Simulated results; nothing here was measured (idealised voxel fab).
Process module in this document: voxel trench capacitor
The width of the displayed cross-section, cut, is 260 nm; its cells are square, with a size of 5 nm.
We lay out every cross-section as a grid of square cells and spell it out in bands from the top down, where one band means one or more rows of cells. Top, bottom (nm), then materials left to right with widths (nm); lone material tagged "edge to edge" fills the whole band edge to edge; "empty" = empty space. Heights are measured from 0, the level below which the as-received wafer is all one material; the lowest band has no bottom and continues downward, written as in "0 and below". Width spec "30..40" -> top row of cells at first value, bottom row at second value, equal per-row change in between. Basically "remains unaltered" means that step didn't change any cell in the cross-section. Basically, "Sealed internal voids" tells you about the enclosed voids: empty spaces with no open way to the top, 8 cells or bigger, each written width x height at distance, where distance is from the left edge, all in nm. Text after the settings on a step's line: the simulator's own remark on that step. A step's line can hold "overlay nm"; with a mask on that step, the setting says how far right of the planned place the mask lay, while a negative setting says it lay to the left.
LIST OF PLANNED PROCESS STEPS
- 1: RECEIVE, material Si
- 2: CONFORMAL_DEP, material SiN, thk nm 5
- 3: DIRECTIONAL_DEP, material aC, thk nm 10
- 4: PATTERN, tone open, mask id TRENCH, material resist, width nm 20, pitch nm 40, thk nm 30, overlay nm 0
- 5: DIRECTIONAL_ETCH, etch materials aC, depth nm 10
- 6: STRIP, etch materials resist
- 7: DIRECTIONAL_ETCH, etch materials SiN, depth nm 5
- 8: DIRECTIONAL_ETCH, etch materials Si, depth nm 30
- 9: STRIP, etch materials aC
- 10: CONFORMAL_DEP, material Al2O3, thk nm 5
- 11: FILL_DEP, material polySi, thk nm 10
- 12: CMP, height nm 5
CROSS-SECTION OF THE WAFER UPON ARRIVAL, REPRESENTING THE STATE REACHED AFTER STEP 1
    0 and below | Si edge to edge
    Sealed internal voids: none
FIGURE: CROSS-SECTIONAL VIEW OF THE WAFER UPON COMPLETION OF THE MODULE, PROCESSED FROM THE INITIAL STATE AND ACCORDING TO THE PLAN DEPICTED ABOVE, WITH ONE ERROR INTRODUCED DURING EXECUTION
    5 down to 0 | 90 of SiN, then 5 of Al2O3, then 10 of polySi, then 5 of Al2O3, then 20 of SiN, then 5 of Al2O3, then 10 of polySi, then 5 of Al2O3, then 110 of SiN
    0 down to -25 | 90 of Si, then 5 of Al2O3, then 10 of polySi, then 5 of Al2O3, then 20 of Si, then 5 of Al2O3, then 10 of polySi, then 5 of Al2O3, then 110 of Si
    -25 down to -30 | 90 of Si, then 20 of Al2O3, then 20 of Si, then 20 of Al2O3, then 110 of Si
    -30 and below | Si edge to edge
    Sealed internal voids: none
Here's what went sideways: off-plan run, step 4, actual operation and settings PATTERN, tone open, mask id TRENCH, material resist, width nm 20, pitch nm 40, thk nm 30, overlay nm -10
